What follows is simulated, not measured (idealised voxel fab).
Process module in this document: voxel ribs on slabs
Square cell edge 5 nm, section width 175 nm, ID cut.
When this document writes out a cross-section, it uses a grid of square cells and lists it as bands, beginning at the top and moving down, with a band standing for one or more rows of cells.
In this notation a band is specified by the heights of its top and bottom, in that order and in nm, after which its materials appear from left to right, each paired with its width in nm. The word "everywhere" attached to a single material means that material fills the band from edge to edge; the word "empty" stands for empty space.
The reference from which all heights are counted is 0, the level beneath which the as-received wafer is entirely one material; the lowest band, having no lower bound, proceeds downward and is written after the example "0 -> down".
When a width is written as two numbers, as in "30..40", the first number is the width in the top row of cells of the band and the second is the width in its bottom row, and the width changes by the same amount from each row to the next.
A step reported as "no change occurred" is a step in which no cell of the cross-section changed.
"Cavities, closed" enumerates empty spaces isolated from the top, with no open way to it, that contain at least 8 cells, giving each as width x height at distance from the left edge, all three in nm.
If you see something after the settings on a step's line, that's the simulator's own remark about that step.
For masked steps, "overlay nm" on the step line gives how far right of plan the mask actually lay; a minus sign means it lay to the left.

### Intended process steps
1) RECEIVE: material Si
2) DIRECTIONAL_DEP: material SiO2, thk nm 30
3) DIRECTIONAL_DEP: material SiN, thk nm 15
4) DIRECTIONAL_DEP: material aC, thk nm 15
5) PATTERN: tone cover, mask id RIB, material resist, width nm 15, thk nm 35, overlay nm 0
6) DIRECTIONAL_ETCH: etch materials aC, depth nm 15
7) STRIP: etch materials resist
8) DIRECTIONAL_ETCH: etch materials SiN, depth nm 5
9) STRIP: etch materials aC
10) DIRECTIONAL_DEP: material aC, thk nm 15
11) PATTERN: tone cover, mask id SLAB, material resist, width nm 45, thk nm 35, overlay nm 0
12) DIRECTIONAL_ETCH: etch materials aC, depth nm 15
13) STRIP: etch materials resist
14) DIRECTIONAL_ETCH: etch materials SiN, depth nm 10
15) STRIP: etch materials aC
16) FILL_DEP: material SiO2, thk nm 20
17) CMP: height nm 55
18) DIRECTIONAL_DEP: material W, thk nm 10
19) DIRECTIONAL_DEP: material aC, thk nm 10
20) PATTERN: tone cover, mask id HEATER, material resist, width nm 25, thk nm 30, overlay nm 0
21) DIRECTIONAL_ETCH: etch materials aC, depth nm 10
22) STRIP: etch materials resist
23) DIRECTIONAL_ETCH: etch materials W, depth nm 10
24) STRIP: etch materials aC
25) CONFORMAL_DEP: material SiN, thk nm 10

### The first of a set of two wafers, run to plan

### Wafer as received: cross-section following step 1
	0 -> down = Si everywhere
	Cavities, closed: none

### Cross-section of the wafer after step 2
	30 -> 0 = SiO2 everywhere
	Under the height 0 nothing was changed.

### Cross-section of the wafer after step 3
	45 -> 30 = SiN everywhere
	Under the height 30 nothing was changed.

### Cross-section of the wafer after step 4
	60 -> 45 = aC everywhere
	Under the height 45 nothing was changed.

### Cross-section of the wafer after step 5
	95 -> 60 = 80 nm empty | 15 nm resist | 80 nm empty
	Under the height 60 nothing was changed.

### Cross-section of the wafer after step 6
	80 -> 60 = 80 nm empty | 15 nm resist | 80 nm empty
	60 -> 45 = 80 nm empty | 15 nm aC | 80 nm empty
	Under the height 45 nothing was changed.

### Cross-section of the wafer after step 7
	60 -> 45 = 80 nm empty | 15 nm aC | 80 nm empty
	Under the height 45 nothing was changed.

### Cross-section of the wafer after step 8
	60 -> 45 = 80 nm empty | 15 nm aC | 80 nm empty
	45 -> 40 = 80 nm empty | 15 nm SiN | 80 nm empty
	Under the height 40 nothing was changed.

### Cross-section of the wafer after step 9
	45 -> 40 = 80 nm empty | 15 nm SiN | 80 nm empty
	Under the height 40 nothing was changed.

### Cross-section of the wafer after step 10
	60 -> 55 = 80 nm empty | 15 nm aC | 80 nm empty
	55 -> 45 = aC everywhere
	45 -> 40 = 80 nm aC | 15 nm SiN | 80 nm aC
	Under the height 40 nothing was changed.

### Cross-section of the wafer after step 11
	95 -> 60 = 65 nm empty | 45 nm resist | 65 nm empty
	60 -> 55 = 65 nm empty | 15 nm resist | 15 nm aC | 15 nm resist | 65 nm empty
	Under the height 55 nothing was changed.

### Cross-section of the wafer after step 12
	80 -> 60 = 65 nm empty | 45 nm resist | 65 nm empty
	60 -> 55 = 65 nm empty | 15 nm resist | 15 nm aC | 15 nm resist | 65 nm empty
	55 -> 45 = 65 nm empty | 45 nm aC | 65 nm empty
	45 -> 40 = 65 nm empty | 15 nm aC | 15 nm SiN | 15 nm aC | 65 nm empty
	Under the height 40 nothing was changed.

### Cross-section of the wafer after step 13
	60 -> 55 = 80 nm empty | 15 nm aC | 80 nm empty
	Under the height 55 nothing was changed.

### Cross-section of the wafer after step 14
	60 -> 55 = 80 nm empty | 15 nm aC | 80 nm empty
	55 -> 45 = 65 nm empty | 45 nm aC | 65 nm empty
	45 -> 40 = 65 nm empty | 15 nm aC | 15 nm SiN | 15 nm aC | 65 nm empty
	40 -> 30 = 65 nm empty | 45 nm SiN | 65 nm empty
	Under the height 30 nothing was changed.

### Cross-section of the wafer after step 15
	45 -> 40 = 80 nm empty | 15 nm SiN | 80 nm empty
	Under the height 40 nothing was changed.

### Cross-section of the wafer after step 16
	65 -> 45 = SiO2 everywhere
	45 -> 40 = 80 nm SiO2 | 15 nm SiN | 80 nm SiO2
	40 -> 30 = 65 nm SiO2 | 45 nm SiN | 65 nm SiO2
	Under the height 30 nothing was changed.

### Cross-section of the wafer after step 17
	55 -> 45 = SiO2 everywhere
	Under the height 45 nothing was changed.

### Cross-section of the wafer after step 18
	65 -> 55 = W everywhere
	Under the height 55 nothing was changed.

### Cross-section of the wafer after step 19
	75 -> 65 = aC everywhere
	Under the height 65 nothing was changed.

### Cross-section of the wafer after step 20
	105 -> 75 = 75 nm empty | 25 nm resist | 75 nm empty
	Under the height 75 nothing was changed.

### Cross-section of the wafer after step 21
	95 -> 75 = 75 nm empty | 25 nm resist | 75 nm empty
	75 -> 65 = 75 nm empty | 25 nm aC | 75 nm empty
	Under the height 65 nothing was changed.

### Cross-section of the wafer after step 22
	75 -> 65 = 75 nm empty | 25 nm aC | 75 nm empty
	Under the height 65 nothing was changed.

### Cross-section of the wafer after step 23
	75 -> 65 = 75 nm empty | 25 nm aC | 75 nm empty
	65 -> 55 = 75 nm empty | 25 nm W | 75 nm empty
	Under the height 55 nothing was changed.

### Cross-section of the wafer after step 24
	65 -> 55 = 75 nm empty | 25 nm W | 75 nm empty
	Under the height 55 nothing was changed.

### Cross-section of the wafer after step 25
	75 -> 65 = 65 nm empty | 45 nm SiN | 65 nm empty
	65 -> 55 = 75 nm SiN | 25 nm W | 75 nm SiN
	Under the height 55 nothing was changed.

### Companion wafer, the second of two: same beginning, same intended sequence, one mistake in carrying it out; through step 10 inclusive it tracks the first exactly

### What the second wafer looks like in cross-section when step 11 should have wrapped up
	95 -> 60 = 70 nm empty | 35 nm resist | 70 nm empty
	60 -> 55 = 70 nm empty | 10 nm resist | 15 nm aC | 10 nm resist | 70 nm empty
	Under the height 55 nothing was changed.

### What the second wafer looks like in cross-section when step 12 should have wrapped up
	80 -> 60 = 70 nm empty | 35 nm resist | 70 nm empty
	60 -> 55 = 70 nm empty | 10 nm resist | 15 nm aC | 10 nm resist | 70 nm empty
	55 -> 45 = 70 nm empty | 35 nm aC | 70 nm empty
	45 -> 40 = 70 nm empty | 10 nm aC | 15 nm SiN | 10 nm aC | 70 nm empty
	Under the height 40 nothing was changed.

### What the second wafer looks like in cross-section when step 13 should have wrapped up
	60 -> 55 = 80 nm empty | 15 nm aC | 80 nm empty
	Under the height 55 nothing was changed.

### What the second wafer looks like in cross-section when step 14 should have wrapped up
	60 -> 55 = 80 nm empty | 15 nm aC | 80 nm empty
	55 -> 45 = 70 nm empty | 35 nm aC | 70 nm empty
	45 -> 40 = 70 nm empty | 10 nm aC | 15 nm SiN | 10 nm aC | 70 nm empty
	40 -> 30 = 70 nm empty | 35 nm SiN | 70 nm empty
	Under the height 30 nothing was changed.

### What the second wafer looks like in cross-section when step 15 should have wrapped up
	45 -> 40 = 80 nm empty | 15 nm SiN | 80 nm empty
	Under the height 40 nothing was changed.

### What the second wafer looks like in cross-section when step 16 should have wrapped up
	65 -> 45 = SiO2 everywhere
	45 -> 40 = 80 nm SiO2 | 15 nm SiN | 80 nm SiO2
	40 -> 30 = 70 nm SiO2 | 35 nm SiN | 70 nm SiO2
	Under the height 30 nothing was changed.

### What the second wafer looks like in cross-section when step 17 should have wrapped up
	55 -> 45 = SiO2 everywhere
	Under the height 45 nothing was changed.

### What the second wafer looks like in cross-section when step 18 should have wrapped up
	65 -> 55 = W everywhere
	Under the height 55 nothing was changed.

### What the second wafer looks like in cross-section when step 19 should have wrapped up
	75 -> 65 = aC everywhere
	Under the height 65 nothing was changed.

### What the second wafer looks like in cross-section when step 20 should have wrapped up
	105 -> 75 = 75 nm empty | 25 nm resist | 75 nm empty
	Under the height 75 nothing was changed.

### What the second wafer looks like in cross-section when step 21 should have wrapped up
	95 -> 75 = 75 nm empty | 25 nm resist | 75 nm empty
	75 -> 65 = 75 nm empty | 25 nm aC | 75 nm empty
	Under the height 65 nothing was changed.

### What the second wafer looks like in cross-section when step 22 should have wrapped up
	75 -> 65 = 75 nm empty | 25 nm aC | 75 nm empty
	Under the height 65 nothing was changed.

### What the second wafer looks like in cross-section when step 23 should have wrapped up
	75 -> 65 = 75 nm empty | 25 nm aC | 75 nm empty
	65 -> 55 = 75 nm empty | 25 nm W | 75 nm empty
	Under the height 55 nothing was changed.

### What the second wafer looks like in cross-section when step 24 should have wrapped up
	65 -> 55 = 75 nm empty | 25 nm W | 75 nm empty
	Under the height 55 nothing was changed.

### What the second wafer looks like in cross-section when step 25 should have wrapped up
	75 -> 65 = 65 nm empty | 45 nm SiN | 65 nm empty
	65 -> 55 = 75 nm SiN | 25 nm W | 75 nm SiN
	Under the height 55 nothing was changed.
Processing error: step 11 off recipe, ran as PATTERN: tone cover, mask id SLAB, material resist, width nm 35, thk nm 35, overlay nm 0
Materials where the second wafer ends with more or fewer cells than the first: 4 fewer of SiN, 4 more of SiO2
